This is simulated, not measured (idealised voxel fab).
The process module presented herein is designated voxel released beams.
The figure presents cross-section cut, which has a width of 160 nm and is divided into square cells with an edge length of 5 nm.
Just so we're on the same page, the cross-sections are grids of square cells, and they're listed out in bands top to bottom, each band one or more rows deep. It is stipulated that each band's entry specify, in nanometres, the height of the top of the band and then that of its bottom, followed by the materials of the band in left-to-right sequence, each together with its width in nanometres. A single material marked by the word "throughout" is understood to fill the band from edge to edge; the word "air" is understood to denote empty space. Basically, 0 is our baseline, since under it the wafer straight out of the box is all one material. The bottom band has no lower end and keeps on going down, so it looks like "z 0 and below". Width: "30 to 40" (first number = top row, second number = bottom row, same change from row to row of cells). For the purposes of this document, the phrase "everything unchanged" attached to a step denotes that no cell within the cross-section was modified by that step. The label "Voids lacking openings" introduces a list of the empty spaces, 8 cells or larger, that have no open way up to the top; each entry in it reads width x height at distance, where the distance is taken from the left edge and all three are stated in nm. Post-settings text on a step line: simulator's own remark regarding the step. "overlay nm" answers the question of how far to the right of plan the mask lay on a step that has a mask, and when it is negative the answer is to the left. Structure of the following material. The material consists of pairs of cross-sections. Each pair comprises the cross-section before one process step and the cross-section after that step, the latter shown only down to the lowest band that changed. The step between the cross-sections is specified beneath each pair, including its settings. Pairs are not necessarily consecutive: they may derive from different runs of this module performed on the same starting wafer. Continuity with the pair above is to be assumed only where the entry headed "before" of the pair in question states it.
before:
    z 0 and below = Si throughout
    Voids lacking openings: none
Step Result:
    z 5 to 0 = SiN throughout
    Below 0 it's all the same as before, nothing changed down there.
    Voids lacking openings: none
Step linking the sections shown: CONFORMAL_DEP [material SiN] [thk nm 5]
before: the wafer arrives at this step looking as the after cross-section in the pair just above shows it.
Step Result:
    z 25 to 5 = SiO2 throughout
    Below 5 it's all the same as before, nothing changed down there.
    Voids lacking openings: none
Step linking the sections shown: DIRECTIONAL_DEP [material SiO2] [thk nm 20]
before: the wafer arrives at this step looking as the after cross-section in the pair just above shows it.
Step Result:
    z 25 to 5 = 25 of SiO2, then 45 of air, then 90 of SiO2
    Below 5 it's all the same as before, nothing changed down there.
    Voids lacking openings: none
Step linking the sections shown: MASKED_ETCH [tone open] [mask id ANCHOR] [width nm 45] [etch materials SiO2] [depth nm 20] [overlay nm 0]
before: the wafer arrives at this step looking as the after cross-section in the pair just above shows it.
Step Result:
    z 40 to 25 = 40 of polySi, then 15 of air, then 105 of polySi
    z 25 to 20 = 25 of SiO2, then 15 of polySi, then 15 of air, then 15 of polySi, then 90 of SiO2
    z 20 to 5 = 25 of SiO2, then 45 of polySi, then 90 of SiO2
    Below 5 it's all the same as before, nothing changed down there.
    Voids lacking openings: none
Step linking the sections shown: CONFORMAL_DEP [material polySi] [thk nm 15]
before: the wafer arrives at this step looking as the after cross-section in the pair just above shows it.
Step Result:
    z 40 to 25 = 20 of air, then 20 of polySi, then 15 of air, then 80 of polySi, then 25 of air
    Below 25 it's all the same as before, nothing changed down there.
    Voids lacking openings: none
Step linking the sections shown: MASKED_ETCH [tone cover] [mask id BEAM] [width nm 115] [etch materials polySi] [depth nm 15] [overlay nm 0]
before: the wafer arrives at this step looking as the after cross-section in the pair just above shows it.
Step Result:
    z 40 to 25 = 20 of air, then 20 of polySi, then 15 of air, then 80 of polySi, then 25 of air
    z 25 to 20 = 25 of air, then 15 of polySi, then 15 of air, then 15 of polySi, then 90 of air
    z 20 to 5 = 25 of air, then 45 of polySi, then 90 of air
    Below 5 it's all the same as before, nothing changed down there.
    Voids lacking openings: none
Step linking the sections shown: STRIP [etch materials SiO2]
before:
    z 0 and below = Si throughout
    Voids lacking openings: none
Step Result:
    z 20 to 0 = SiO2 throughout
    Below 0 it's all the same as before, nothing changed down there.
    Voids lacking openings: none
Step linking the sections shown: DIRECTIONAL_DEP [material SiO2] [thk nm 20]
before: the wafer arrives at this step looking as the after cross-section in the pair just above shows it.
Step Result:
    z 20 to 0 = 25 of SiO2, then 45 of air, then 90 of SiO2
    Below 0 it's all the same as before, nothing changed down there.
    Voids lacking openings: none
Step linking the sections shown: MASKED_ETCH [tone open] [mask id ANCHOR] [width nm 45] [etch materials SiO2] [depth nm 20] [overlay nm 0]
before: the wafer arrives at this step looking as the after cross-section in the pair just above shows it.
Step Result:
    z 35 to 20 = 40 of polySi, then 15 of air, then 105 of polySi
    z 20 to 15 = 25 of SiO2, then 15 of polySi, then 15 of air, then 15 of polySi, then 90 of SiO2
    z 15 to 0 = 25 of SiO2, then 45 of polySi, then 90 of SiO2
    Below 0 it's all the same as before, nothing changed down there.
    Voids lacking openings: none
Step linking the sections shown: CONFORMAL_DEP [material polySi] [thk nm 15]
before: the wafer arrives at this step looking as the after cross-section in the pair just above shows it.
Step Result:
    z 35 to 20 = 20 of air, then 20 of polySi, then 15 of air, then 80 of polySi, then 25 of air
    Below 20 it's all the same as before, nothing changed down there.
    Voids lacking openings: none
Step linking the sections shown: MASKED_ETCH [tone cover] [mask id BEAM] [width nm 115] [etch materials polySi] [depth nm 15] [overlay nm 0]
before: the wafer arrives at this step looking as the after cross-section in the pair just above shows it.
Step Result:
    z 35 to 20 = 20 of air, then 20 of polySi, then 15 of air, then 80 of polySi, then 25 of air
    z 20 to 15 = 25 of air, then 15 of polySi, then 15 of air, then 15 of polySi, then 90 of air
    z 15 to 0 = 25 of air, then 45 of polySi, then 90 of air
    Below 0 it's all the same as before, nothing changed down there.
    Voids lacking openings: none
Step linking the sections shown: STRIP [etch materials SiO2]
before:
    z 40 to 25 = 40 of polySi, then 15 of air, then 105 of polySi
    z 25 to 20 = 25 of SiO2, then 15 of polySi, then 15 of air, then 15 of polySi, then 90 of SiO2
    z 20 to 5 = 25 of SiO2, then 45 of polySi, then 90 of SiO2
    z 5 to 0 = SiN throughout
    z 0 and below = Si throughout
    Voids lacking openings: none
Step Result:
    z 55 to 25 = polySi throughout
    z 25 to 5 = 25 of SiO2, then 45 of polySi, then 90 of SiO2
    Below 5 it's all the same as before, nothing changed down there.
    Voids lacking openings: none
Step linking the sections shown: CONFORMAL_DEP [material polySi] [thk nm 15]
before: the wafer arrives at this step looking as the after cross-section in the pair just above shows it.
Step Result:
    z 55 to 40 = 20 of air, then 115 of polySi, then 25 of air
    Below 40 it's all the same as before, nothing changed down there.
    Voids lacking openings: none
Step linking the sections shown: MASKED_ETCH [tone cover] [mask id BEAM] [width nm 115] [etch materials polySi] [depth nm 15] [overlay nm 0]
before:
    z 20 to 0 = SiO2 throughout
    z 0 and below = Si throughout
    Voids lacking openings: none
Step Result:
    z 25 to 20 = SiN throughout
    Below 20 it's all the same as before, nothing changed down there.
    Voids lacking openings: none
Step linking the sections shown: CONFORMAL_DEP [material SiN] [thk nm 5]
before: the wafer arrives at this step looking as the after cross-section in the pair just above shows it.
Step Result:
    z 40 to 25 = polySi throughout
    Below 25 it's all the same as before, nothing changed down there.
    Voids lacking openings: none
Step linking the sections shown: CONFORMAL_DEP [material polySi] [thk nm 15]
before: the wafer arrives at this step looking as the after cross-section in the pair just above shows it.
Step Result:
    z 40 to 25 = 20 of air, then 115 of polySi, then 25 of air
    Below 25 it's all the same as before, nothing changed down there.
    Voids lacking openings: none
Step linking the sections shown: MASKED_ETCH [tone cover] [mask id BEAM] [width nm 115] [etch materials polySi] [depth nm 15] [overlay nm 0]
before:
    z 5 to 0 = SiN throughout
    z 0 and below = Si throughout
    Voids lacking openings: none
Step Result:
    z 20 to 5 = SiO2 throughout
    Below 5 it's all the same as before, nothing changed down there.
    Voids lacking openings: none
Step linking the sections shown: DIRECTIONAL_DEP [material SiO2] [thk nm 15]
before: the wafer arrives at this step looking as the after cross-section in the pair just above shows it.
Step Result:
    z 20 to 5 = 25 of SiO2, then 45 of air, then 90 of SiO2
    Below 5 it's all the same as before, nothing changed down there.
    Voids lacking openings: none
Step linking the sections shown: MASKED_ETCH [tone open] [mask id ANCHOR] [width nm 45] [etch materials SiO2] [depth nm 20] [overlay nm 0]
before: the wafer arrives at this step looking as the after cross-section in the pair just above shows it.
Step Result:
    z 35 to 20 = 40 of polySi, then 15 of air, then 105 of polySi
    z 20 to 5 = 25 of SiO2, then 45 of polySi, then 90 of SiO2
    Below 5 it's all the same as before, nothing changed down there.
    Voids lacking openings: none
Step linking the sections shown: CONFORMAL_DEP [material polySi] [thk nm 15]
before: the wafer arrives at this step looking as the after cross-section in the pair just above shows it.
Step Result:
    z 35 to 20 = 20 of air, then 20 of polySi, then 15 of air, then 80 of polySi, then 25 of air
    Below 20 it's all the same as before, nothing changed down there.
    Voids lacking openings: none
Step linking the sections shown: MASKED_ETCH [tone cover] [mask id BEAM] [width nm 115] [etch materials polySi] [depth nm 15] [overlay nm 0]
before: the wafer arrives at this step looking as the after cross-section in the pair just above shows it.
Step Result:
    z 35 to 20 = 20 of air, then 20 of polySi, then 15 of air, then 80 of polySi, then 25 of air
    z 20 to 5 = 25 of air, then 45 of polySi, then 90 of air
    Below 5 it's all the same as before, nothing changed down there.
    Voids lacking openings: none
Step linking the sections shown: STRIP [etch materials SiO2]
before:
    z 40 to 25 = 40 of polySi, then 15 of air, then 105 of polySi
    z 25 to 20 = 25 of SiO2, then 15 of polySi, then 15 of air, then 15 of polySi, then 90 of SiO2
    z 20 to 5 = 25 of SiO2, then 45 of polySi, then 90 of SiO2
    z 5 to 0 = SiN throughout
    z 0 and below = Si throughout
    Voids lacking openings: none
Step Result:
    z 40 to 25 = 25 of air, then 15 of polySi, then 15 of air, then 80 of polySi, then 25 of air
    Below 25 it's all the same as before, nothing changed down there.
    Voids lacking openings: none
Step linking the sections shown: MASKED_ETCH [tone cover] [mask id BEAM] [width nm 110] [etch materials polySi] [depth nm 15] [overlay nm 0]
before: the wafer arrives at this step looking as the after cross-section in the pair just above shows it.
Step Result:
    z 40 to 25 = 25 of air, then 15 of polySi, then 15 of air, then 80 of polySi, then 25 of air
    z 25 to 20 = 25 of air, then 15 of polySi, then 15 of air, then 15 of polySi, then 90 of air
    z 20 to 5 = 25 of air, then 45 of polySi, then 90 of air
    Below 5 it's all the same as before, nothing changed down there.
    Voids lacking openings: none
Step linking the sections shown: STRIP [etch materials SiO2]
before:
    z 40 to 25 = 40 of polySi, then 15 of air, then 105 of polySi
    z 25 to 20 = 25 of SiO2, then 15 of polySi, then 15 of air, then 15 of polySi, then 90 of SiO2
    z 20 to 5 = 25 of SiO2, then 45 of polySi, then 90 of SiO2
    z 5 to 0 = SiN throughout
    z 0 and below = Si throughout
    Voids lacking openings: none
Step Result:
    z 40 to 25 = 15 of air, then 25 of polySi, then 15 of air, then 75 of polySi, then 30 of air
    Below 25 it's all the same as before, nothing changed down there.
    Voids lacking openings: none
Step linking the sections shown: MASKED_ETCH [tone cover] [mask id BEAM] [width nm 115] [etch materials polySi] [depth nm 15] [overlay nm -5]
before: the wafer arrives at this step looking as the after cross-section in the pair just above shows it.
Step Result:
    z 40 to 25 = 15 of air, then 25 of polySi, then 15 of air, then 75 of polySi, then 30 of air
    z 25 to 20 = 25 of air, then 15 of polySi, then 15 of air, then 15 of polySi, then 90 of air
    z 20 to 5 = 25 of air, then 45 of polySi, then 90 of air
    Below 5 it's all the same as before, nothing changed down there.
    Voids lacking openings: none
Step linking the sections shown: STRIP [etch materials SiO2]
before:
    z 5 to 0 = SiN throughout
    z 0 and below = Si throughout
    Voids lacking openings: none
Step Result:
    z 25 to 0 = SiN throughout
    Below 0 it's all the same as before, nothing changed down there.
    Voids lacking openings: none
Step linking the sections shown: DIRECTIONAL_DEP [material SiN] [thk nm 20]
before: the wafer arrives at this step looking as the after cross-section in the pair just above shows it.
Step Result:
    z 40 to 25 = polySi throughout
    Below 25 it's all the same as before, nothing changed down there.
    Voids lacking openings: none
Step linking the sections shown: CONFORMAL_DEP [material polySi] [thk nm 15]
before: the wafer arrives at this step looking as the after cross-section in the pair just above shows it.
Step Result:
    z 40 to 25 = 20 of air, then 115 of polySi, then 25 of air
    Below 25 it's all the same as before, nothing changed down there.
    Voids lacking openings: none
Step linking the sections shown: MASKED_ETCH [tone cover] [mask id BEAM] [width nm 115] [etch materials polySi] [depth nm 15] [overlay nm 0]
before:
    z 40 to 25 = 40 of polySi, then 15 of air, then 105 of polySi
    z 25 to 20 = 25 of SiO2, then 15 of polySi, then 15 of air, then 15 of polySi, then 90 of SiO2
    z 20 to 5 = 25 of SiO2, then 45 of polySi, then 90 of SiO2
    z 5 to 0 = SiN throughout
    z 0 and below = Si throughout
    Voids lacking openings: none
Step Result:
    z 40 to 25 = 20 of polySi, then 115 of air, then 25 of polySi
    z 25 to 5 = 25 of SiO2, then 15 of polySi, then 15 of air, then 15 of polySi, then 90 of SiO2
    Below 5 it's all the same as before, nothing changed down there.
    Voids lacking openings: none
Step linking the sections shown: MASKED_ETCH [tone open] [mask id BEAM] [width nm 115] [etch materials polySi] [depth nm 15] [overlay nm 0]
before: the wafer arrives at this step looking as the after cross-section in the pair just above shows it.
Step Result:
    z 25 to 5 = 25 of air, then 15 of polySi, then 15 of air, then 15 of polySi, then 90 of air
    Below 5 it's all the same as before, nothing changed down there.
    Voids lacking openings: none
Step linking the sections shown: STRIP [etch materials SiO2]
